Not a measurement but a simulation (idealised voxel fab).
This is a process module. Its name is voxel wiring stack.
Section shown: cut. Width: 235 nm. Cell size: 5 nm, square.
Each cross-section below is a grid of square cells, stated as bands in top-down order, with one or more rows of cells making up each band. Basically the band line says how high the top is and how high the bottom is, in nm, and then what's in it from left to right, every material with its width in nm. Empty space shows up as "air", and if a single material carries "throughout" it runs the full band edge to edge. The level at which height equals 0 is the one under which the wafer, as it arrives, is entirely one material. No lower edge exists for the bottom band, which continues downward and is notated as in "0 and below". It should be noted that a width expressed as "30 to 40" varies in equal increments from row to row of cells within the band, taking the value of the first number at the top row and that of the second number at the bottom row. No cell of the cross-section changed in a step that is given as "no change". The label "Enclosed voids" introduces a list of the empty spaces, 8 cells or larger, that have no open way up to the top; each entry in it reads width x height at distance, where the distance is taken from the left edge and all three are stated in nm. What comes after the settings on a step's line is commentary from the simulator itself on that step. overlay nm: step with mask; distance mask lay right of planned place; negative value = left of planned place.
**List of planned process steps**
| 1 | RECEIVE with material Si |
| 2 | CONFORMAL_DEP with material SiO2, thk nm 15 |
| 3 | DIRECTIONAL_DEP with material TiN, thk nm 5 |
| 4 | DIRECTIONAL_DEP with material Ru, thk nm 25 |
| 5 | MASKED_ETCH with tone cover, mask id METAL_1, width nm 20, pitch nm 45, etch materials Ru, depth nm 25, overlay nm 0 |
| 6 | MASKED_ETCH with tone cover, mask id METAL_1, width nm 20, pitch nm 45, etch materials TiN, depth nm 5, overlay nm 0 |
| 7 | FILL_DEP with material SiO2, thk nm 10 |
| 8 | CMP with height nm 45 |
| 9 | CONFORMAL_DEP with material SiCN, thk nm 5 |
| 10 | DIRECTIONAL_DEP with material lowk, thk nm 10 |
| 11 | DIRECTIONAL_DEP with material aC, thk nm 15 |
| 12 | PATTERN with tone open, mask id PLUG_1, material resist, width nm 15, pitch nm 90, thk nm 35, overlay nm 0 |
| 13 | DIRECTIONAL_ETCH with etch materials aC, depth nm 15 |
| 14 | STRIP with etch materials resist |
| 15 | DIRECTIONAL_ETCH with etch materials lowk, depth nm 10 |
| 16 | DIRECTIONAL_ETCH with etch materials SiCN, depth nm 5 |
| 17 | STRIP with etch materials aC |
| 18 | CONFORMAL_DEP with material TiN, thk nm 5 |
| 19 | FILL_DEP with material Cu, thk nm 10 |
| 20 | CMP with height nm 60 |
| 21 | DIRECTIONAL_DEP with material TiN, thk nm 5 |
| 22 | DIRECTIONAL_DEP with material W, thk nm 15 |
| 23 | MASKED_ETCH with tone cover, mask id METAL_2, width nm 20, pitch nm 45, etch materials W, depth nm 15, overlay nm 0 |
| 24 | MASKED_ETCH with tone cover, mask id METAL_2, width nm 20, pitch nm 45, etch materials TiN, depth nm 5, overlay nm 0 |
| 25 | CONFORMAL_DEP with material SiCN, thk nm 5 |
| 26 | FILL_DEP with material lowk, thk nm 10 |
| 27 | CMP with height nm 80 |
| 28 | CONFORMAL_DEP with material SiN, thk nm 5 |
**First wafer, two in total, run as planned**
**Received-state cross-section, reflecting completion of step 1**
  0 and below  Si throughout
  Enclosed voids: none
**The following cross-section depicts the wafer upon completion of step 2**
  15 down to 0  SiO2 throughout
  Everything below 0 is unchanged.
**The following cross-section depicts the wafer upon completion of step 3**
  20 down to 15  TiN throughout
  Everything below 15 is unchanged.
**The following cross-section depicts the wafer upon completion of step 4**
  45 down to 20  Ru throughout
  Everything below 20 is unchanged.
**The following cross-section depicts the wafer upon completion of step 5**
  45 down to 20  air 40, Ru 20, air 25, Ru 20, air 25, Ru 20, air 25, Ru 20, air 40
  Everything below 20 is unchanged.
**The following cross-section depicts the wafer upon completion of step 6**
  45 down to 20  air 40, Ru 20, air 25, Ru 20, air 25, Ru 20, air 25, Ru 20, air 40
  20 down to 15  air 40, TiN 20, air 25, TiN 20, air 25, TiN 20, air 25, TiN 20, air 40
  Everything below 15 is unchanged.
**The following cross-section depicts the wafer upon completion of step 7**
  55 down to 45  SiO2 throughout
  45 down to 20  SiO2 40, Ru 20, SiO2 25, Ru 20, SiO2 25, Ru 20, SiO2 25, Ru 20, SiO2 40
  20 down to 15  SiO2 40, TiN 20, SiO2 25, TiN 20, SiO2 25, TiN 20, SiO2 25, TiN 20, SiO2 40
  Everything below 15 is unchanged.
**The following cross-section depicts the wafer upon completion of step 8**
  45 down to 20  SiO2 40, Ru 20, SiO2 25, Ru 20, SiO2 25, Ru 20, SiO2 25, Ru 20, SiO2 40
  Everything below 20 is unchanged.
**The following cross-section depicts the wafer upon completion of step 9**
  50 down to 45  SiCN throughout
  Everything below 45 is unchanged.
**The following cross-section depicts the wafer upon completion of step 10**
  60 down to 50  lowk throughout
  Everything below 50 is unchanged.
**The following cross-section depicts the wafer upon completion of step 11**
  75 down to 60  aC throughout
  Everything below 60 is unchanged.
**The following cross-section depicts the wafer upon completion of step 12**
  110 down to 75  resist 40, air 15, resist 75, air 15, resist 90
  Everything below 75 is unchanged.
**The following cross-section depicts the wafer upon completion of step 13**
  95 down to 75  resist 40, air 15, resist 75, air 15, resist 90
  75 down to 60  aC 40, air 15, aC 75, air 15, aC 90
  Everything below 60 is unchanged.
**The following cross-section depicts the wafer upon completion of step 14**
  75 down to 60  aC 40, air 15, aC 75, air 15, aC 90
  Everything below 60 is unchanged.
**The following cross-section depicts the wafer upon completion of step 15**
  75 down to 60  aC 40, air 15, aC 75, air 15, aC 90
  60 down to 50  lowk 40, air 15, lowk 75, air 15, lowk 90
  Everything below 50 is unchanged.
**The following cross-section depicts the wafer upon completion of step 16**
  75 down to 60  aC 40, air 15, aC 75, air 15, aC 90
  60 down to 50  lowk 40, air 15, lowk 75, air 15, lowk 90
  50 down to 45  SiCN 40, air 15, SiCN 75, air 15, SiCN 90
  Everything below 45 is unchanged.
**The following cross-section depicts the wafer upon completion of step 17**
  60 down to 50  lowk 40, air 15, lowk 75, air 15, lowk 90
  Everything below 50 is unchanged.
**The following cross-section depicts the wafer upon completion of step 18**
  65 down to 60  TiN 45, air 5, TiN 85, air 5, TiN 95
  60 down to 50  lowk 40, TiN 5, air 5, TiN 5, lowk 75, TiN 5, air 5, TiN 5, lowk 90
  50 down to 45  SiCN 40, TiN 15, SiCN 75, TiN 15, SiCN 90
  Everything below 45 is unchanged.
**The following cross-section depicts the wafer upon completion of step 19**
  75 down to 65  Cu throughout
  65 down to 60  TiN 45, Cu 5, TiN 85, Cu 5, TiN 95
  60 down to 50  lowk 40, TiN 5, Cu 5, TiN 5, lowk 75, TiN 5, Cu 5, TiN 5, lowk 90
  Everything below 50 is unchanged.
**The following cross-section depicts the wafer upon completion of step 20**
  60 down to 50  lowk 40, TiN 5, Cu 5, TiN 5, lowk 75, TiN 5, Cu 5, TiN 5, lowk 90
  Everything below 50 is unchanged.
**The following cross-section depicts the wafer upon completion of step 21**
  65 down to 60  TiN throughout
  Everything below 60 is unchanged.
**The following cross-section depicts the wafer upon completion of step 22**
  80 down to 65  W throughout
  Everything below 65 is unchanged.
**The following cross-section depicts the wafer upon completion of step 23**
  80 down to 65  air 40, W 20, air 25, W 20, air 25, W 20, air 25, W 20, air 40
  Everything below 65 is unchanged.
**The following cross-section depicts the wafer upon completion of step 24**
  80 down to 65  air 40, W 20, air 25, W 20, air 25, W 20, air 25, W 20, air 40
  65 down to 60  air 40, TiN 20, air 25, TiN 20, air 25, TiN 20, air 25, TiN 20, air 40
  Everything below 60 is unchanged.
**The following cross-section depicts the wafer upon completion of step 25**
  85 down to 80  air 35, SiCN 30, air 15, SiCN 30, air 15, SiCN 30, air 15, SiCN 30, air 35
  80 down to 65  air 35, SiCN 5, W 20, SiCN 5, air 15, SiCN 5, W 20, SiCN 5, air 15, SiCN 5, W 20, SiCN 5, air 15, SiCN 5, W 20, SiCN 5, air 35
  65 down to 60  SiCN 40, TiN 20, SiCN 25, TiN 20, SiCN 25, TiN 20, SiCN 25, TiN 20, SiCN 40
  Everything below 60 is unchanged.
**The following cross-section depicts the wafer upon completion of step 26**
  95 down to 85  lowk throughout
  85 down to 80  lowk 35, SiCN 30, lowk 15, SiCN 30, lowk 15, SiCN 30, lowk 15, SiCN 30, lowk 35
  80 down to 65  lowk 35, SiCN 5, W 20, SiCN 5, lowk 15, SiCN 5, W 20, SiCN 5, lowk 15, SiCN 5, W 20, SiCN 5, lowk 15, SiCN 5, W 20, SiCN 5, lowk 35
  Everything below 65 is unchanged.
**The following cross-section depicts the wafer upon completion of step 27**
  80 down to 65  lowk 35, SiCN 5, W 20, SiCN 5, lowk 15, SiCN 5, W 20, SiCN 5, lowk 15, SiCN 5, W 20, SiCN 5, lowk 15, SiCN 5, W 20, SiCN 5, lowk 35
  Everything below 65 is unchanged.
**The following cross-section depicts the wafer upon completion of step 28**
  85 down to 80  SiN throughout
  Everything below 80 is unchanged.
**second wafer: like start, like plan, one mistake. Through step 1 it matches the first wafer**
**Cross-section of the second wafer when, according to plan, step 2 should have finished**
  30 down to 0  SiO2 throughout
  Everything below 0 is unchanged.
**Cross-section of the second wafer when, according to plan, step 3 should have finished**
  35 down to 30  TiN throughout
  Everything below 30 is unchanged.
**Cross-section of the second wafer when, according to plan, step 4 should have finished**
  60 down to 35  Ru throughout
  Everything below 35 is unchanged.
**Cross-section of the second wafer when, according to plan, step 5 should have finished**
  60 down to 35  air 40, Ru 20, air 25, Ru 20, air 25, Ru 20, air 25, Ru 20, air 40
  Everything below 35 is unchanged.
**Cross-section of the second wafer when, according to plan, step 6 should have finished**
  60 down to 35  air 40, Ru 20, air 25, Ru 20, air 25, Ru 20, air 25, Ru 20, air 40
  35 down to 30  air 40, TiN 20, air 25, TiN 20, air 25, TiN 20, air 25, TiN 20, air 40
  Everything below 30 is unchanged.
**Cross-section of the second wafer when, according to plan, step 7 should have finished**
  70 down to 60  SiO2 throughout
  60 down to 35  SiO2 40, Ru 20, SiO2 25, Ru 20, SiO2 25, Ru 20, SiO2 25, Ru 20, SiO2 40
  35 down to 30  SiO2 40, TiN 20, SiO2 25, TiN 20, SiO2 25, TiN 20, SiO2 25, TiN 20, SiO2 40
  Everything below 30 is unchanged.
**Cross-section of the second wafer when, according to plan, step 8 should have finished**
  45 down to 35  SiO2 40, Ru 20, SiO2 25, Ru 20, SiO2 25, Ru 20, SiO2 25, Ru 20, SiO2 40
  Everything below 35 is unchanged.
**Cross-section of the second wafer when, according to plan, step 9 should have finished**
  50 down to 45  SiCN throughout
  Everything below 45 is unchanged.
**Cross-section of the second wafer when, according to plan, step 10 should have finished**
  60 down to 50  lowk throughout
  Everything below 50 is unchanged.
**Cross-section of the second wafer when, according to plan, step 11 should have finished**
  75 down to 60  aC throughout
  Everything below 60 is unchanged.
**Cross-section of the second wafer when, according to plan, step 12 should have finished**
  110 down to 75  resist 40, air 15, resist 75, air 15, resist 90
  Everything below 75 is unchanged.
**Cross-section of the second wafer when, according to plan, step 13 should have finished**
  95 down to 75  resist 40, air 15, resist 75, air 15, resist 90
  75 down to 60  aC 40, air 15, aC 75, air 15, aC 90
  Everything below 60 is unchanged.
**Cross-section of the second wafer when, according to plan, step 14 should have finished**
  75 down to 60  aC 40, air 15, aC 75, air 15, aC 90
  Everything below 60 is unchanged.
**Cross-section of the second wafer when, according to plan, step 15 should have finished**
  75 down to 60  aC 40, air 15, aC 75, air 15, aC 90
  60 down to 50  lowk 40, air 15, lowk 75, air 15, lowk 90
  Everything below 50 is unchanged.
**Cross-section of the second wafer when, according to plan, step 16 should have finished**
  75 down to 60  aC 40, air 15, aC 75, air 15, aC 90
  60 down to 50  lowk 40, air 15, lowk 75, air 15, lowk 90
  50 down to 45  SiCN 40, air 15, SiCN 75, air 15, SiCN 90
  Everything below 45 is unchanged.
**Cross-section of the second wafer when, according to plan, step 17 should have finished**
  60 down to 50  lowk 40, air 15, lowk 75, air 15, lowk 90
  Everything below 50 is unchanged.
**Cross-section of the second wafer when, according to plan, step 18 should have finished**
  65 down to 60  TiN 45, air 5, TiN 85, air 5, TiN 95
  60 down to 50  lowk 40, TiN 5, air 5, TiN 5, lowk 75, TiN 5, air 5, TiN 5, lowk 90
  50 down to 45  SiCN 40, TiN 15, SiCN 75, TiN 15, SiCN 90
  Everything below 45 is unchanged.
**Cross-section of the second wafer when, according to plan, step 19 should have finished**
  75 down to 65  Cu throughout
  65 down to 60  TiN 45, Cu 5, TiN 85, Cu 5, TiN 95
  60 down to 50  lowk 40, TiN 5, Cu 5, TiN 5, lowk 75, TiN 5, Cu 5, TiN 5, lowk 90
  Everything below 50 is unchanged.
**Cross-section of the second wafer when, according to plan, step 20 should have finished**
  60 down to 50  lowk 40, TiN 5, Cu 5, TiN 5, lowk 75, TiN 5, Cu 5, TiN 5, lowk 90
  Everything below 50 is unchanged.
**Cross-section of the second wafer when, according to plan, step 21 should have finished**
  65 down to 60  TiN throughout
  Everything below 60 is unchanged.
**Cross-section of the second wafer when, according to plan, step 22 should have finished**
  80 down to 65  W throughout
  Everything below 65 is unchanged.
**Cross-section of the second wafer when, according to plan, step 23 should have finished**
  80 down to 65  air 40, W 20, air 25, W 20, air 25, W 20, air 25, W 20, air 40
  Everything below 65 is unchanged.
**Cross-section of the second wafer when, according to plan, step 24 should have finished**
  80 down to 65  air 40, W 20, air 25, W 20, air 25, W 20, air 25, W 20, air 40
  65 down to 60  air 40, TiN 20, air 25, TiN 20, air 25, TiN 20, air 25, TiN 20, air 40
  Everything below 60 is unchanged.
**Cross-section of the second wafer when, according to plan, step 25 should have finished**
  85 down to 80  air 35, SiCN 30, air 15, SiCN 30, air 15, SiCN 30, air 15, SiCN 30, air 35
  80 down to 65  air 35, SiCN 5, W 20, SiCN 5, air 15, SiCN 5, W 20, SiCN 5, air 15, SiCN 5, W 20, SiCN 5, air 15, SiCN 5, W 20, SiCN 5, air 35
  65 down to 60  SiCN 40, TiN 20, SiCN 25, TiN 20, SiCN 25, TiN 20, SiCN 25, TiN 20, SiCN 40
  Everything below 60 is unchanged.
**Cross-section of the second wafer when, according to plan, step 26 should have finished**
  95 down to 85  lowk throughout
  85 down to 80  lowk 35, SiCN 30, lowk 15, SiCN 30, lowk 15, SiCN 30, lowk 15, SiCN 30, lowk 35
  80 down to 65  lowk 35, SiCN 5, W 20, SiCN 5, lowk 15, SiCN 5, W 20, SiCN 5, lowk 15, SiCN 5, W 20, SiCN 5, lowk 15, SiCN 5, W 20, SiCN 5, lowk 35
  Everything below 65 is unchanged.
**Cross-section of the second wafer when, according to plan, step 27 should have finished**
  80 down to 65  lowk 35, SiCN 5, W 20, SiCN 5, lowk 15, SiCN 5, W 20, SiCN 5, lowk 15, SiCN 5, W 20, SiCN 5, lowk 15, SiCN 5, W 20, SiCN 5, lowk 35
  Everything below 65 is unchanged.
**Cross-section of the second wafer when, according to plan, step 28 should have finished**
  85 down to 80  SiN throughout
  Everything below 80 is unchanged.
Nonconformance to the process plan: plan step 2 was conducted twice
Looking at both finished wafers in cells, the second ends up ahead of or behind the first on some materials: Ru -48; SiO2 +48
